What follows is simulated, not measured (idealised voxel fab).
process module | voxel tone inversion
cross-section cut | 230 nm wide | cells 5 nm
A cross-section is a grid of square cells, given in bands from the top down. A band is one or more rows of cells.
Each band's line starts with the height of the band's top and of its bottom, in nm. Then come its materials from left to right, each with its width in nm. One material with "throughout" fills the band from edge to edge. "air" is empty space.
Height 0 is the level under which the wafer as received is all one material. The lowest band goes on downwards, as in "0 down".
A width such as "30 to 40" changes by the same amount from each row of cells to the next, from the band's top row to its bottom row.
"no change" after a step means that no cell of the cross-section changed.
closed voids: empty space of 8 cells or more with no open way to the top, each as width x height at its distance from the left edge, in nm
after a step's settings: what the simulator itself notes on the step
overlay nm, on a step with a mask: how far to the right of its planned place the mask lay; to the left if negative
plan
1 op RECEIVE | material Si
2 op CONFORMAL_DEP | material SiCN | thk nm 10
3 op DIRECTIONAL_DEP | material polySi | thk nm 20
4 op PATTERN | tone cover | mask id POSTS | material resist | width nm 15 | pitch nm 40 | thk nm 30 | overlay nm 0
5 op DIRECTIONAL_ETCH | etch materials polySi | depth nm 20
6 op STRIP | etch materials resist
7 op FILL_DEP | material lowk | thk nm 10
8 op CMP | height nm 30
9 op STRIP | etch materials polySi
10 op CONFORMAL_DEP | material TiN | thk nm 5
11 op FILL_DEP | material Ru | thk nm 10
12 op CMP | height nm 30
13 op CONFORMAL_DEP | material SiN | thk nm 5
as received, after step 1
  0 down: Si throughout
  closed voids: none
a wafer at the end: this start, this plan, one mistake
  50 to 45: SiN throughout
  45 to 35: Ru throughout
  35 to 30: TiN 70 | Ru 5 | TiN 35 | Ru 5 | TiN 35 | Ru 5 | TiN 75
  30 to 15: lowk 65 | TiN 5 | Ru 5 | TiN 5 | lowk 25 | TiN 5 | Ru 5 | TiN 5 | lowk 25 | TiN 5 | Ru 5 | TiN 5 | lowk 70
  15 to 10: lowk 65 | TiN 15 | lowk 25 | TiN 15 | lowk 25 | TiN 15 | lowk 70
  10 to 0: SiCN throughout
  0 down: Si throughout
  closed voids: none
what went wrong: step 12 was left out
